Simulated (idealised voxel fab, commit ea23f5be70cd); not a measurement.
Process module name: voxel gate over fins
Pictured: cross-section cut, 210 nm wide, on a grid of 5 nm square cells.
Bands, listed from the top down, are how a cross-section gets written in this document; the cross-section itself is a grid of square cells, and a band is one or more rows of them.
For a band, the entry starts with two heights in nm, that of the top and then that of the bottom, and carries on with the band's materials in order from left to right, each alongside its width in nm; the word "all across" beside a single material means it fills the band edge to edge, and "blank" means empty space.
The level at which height equals 0 is the one under which the wafer, as it arrives, is entirely one material. No lower edge exists for the bottom band, which continues downward and is notated as in "0..down".
With a width like "30->40", each row of cells in the band differs from the next by the same amount, the top row carrying the first number and the bottom row the second.
Given "stayed the same" for a step, no cell of the cross-section differs between before and after that step.
Each empty space that has no open way to the top and spans at least 8 cells appears under "Closed void list" as width x height at distance, the distance counted from the left edge, all in nm.
What comes after the settings on a step's line is commentary from the simulator itself on that step.
The "overlay nm" setting may appear on a step's line; for a step that uses a mask, it gives how far to the right of its planned position the mask lay, and a negative value indicates the left.

Process steps (planned)
step 1: RECEIVE,material Si
step 2: CONFORMAL_DEP,material SiN,thk nm 10
step 3: MASKED_ETCH,tone cover,mask id FINS,width nm 15,pitch nm 40,etch materials SiN,depth nm 10,overlay nm 0
step 4: MASKED_ETCH,tone cover,mask id FINS,width nm 15,pitch nm 40,etch materials Si,depth nm 35,overlay nm 0
step 5: OXIDIZE,depth nm 5
step 6: FILL_DEP,material SiO2,thk nm 15
step 7: CMP,height nm 10
step 8: SELECTIVE_ETCH,etch materials SiO2,depth nm 20
step 9: STRIP,etch materials SiN
step 10: CONFORMAL_DEP,material HfO2,thk nm 5
step 11: CONFORMAL_DEP,material TiN,thk nm 5
step 12: FILL_DEP,material W,thk nm 15
step 13: CMP,height nm 20
step 14: CONFORMAL_DEP,material SiN,thk nm 5
The plan's step 3 width nm is the first wafer's value; the wafers differ in this setting and start identical.

As-received cross-section, first of several wafers, post step 1
- 0..down | Si all across
- Closed void list: none

Note: the following table is arranged by wafer, a row apiece. Each row reports the end-of-module state: per material, cells gained (+) or cells lost (-) compared with the wafer as received; closed voids follow
width nm 15, +50 HfO2, -320 Si, +42 SiN, +240 SiO2, +50 TiN, +148 W, Closed void list: none
width nm 20, +50 HfO2, -304 Si, +42 SiN, +228 SiO2, +50 TiN, +144 W, Closed void list: none
width nm 25, +50 HfO2, -288 Si, +42 SiN, +216 SiO2, +50 TiN, +140 W, Closed void list: none
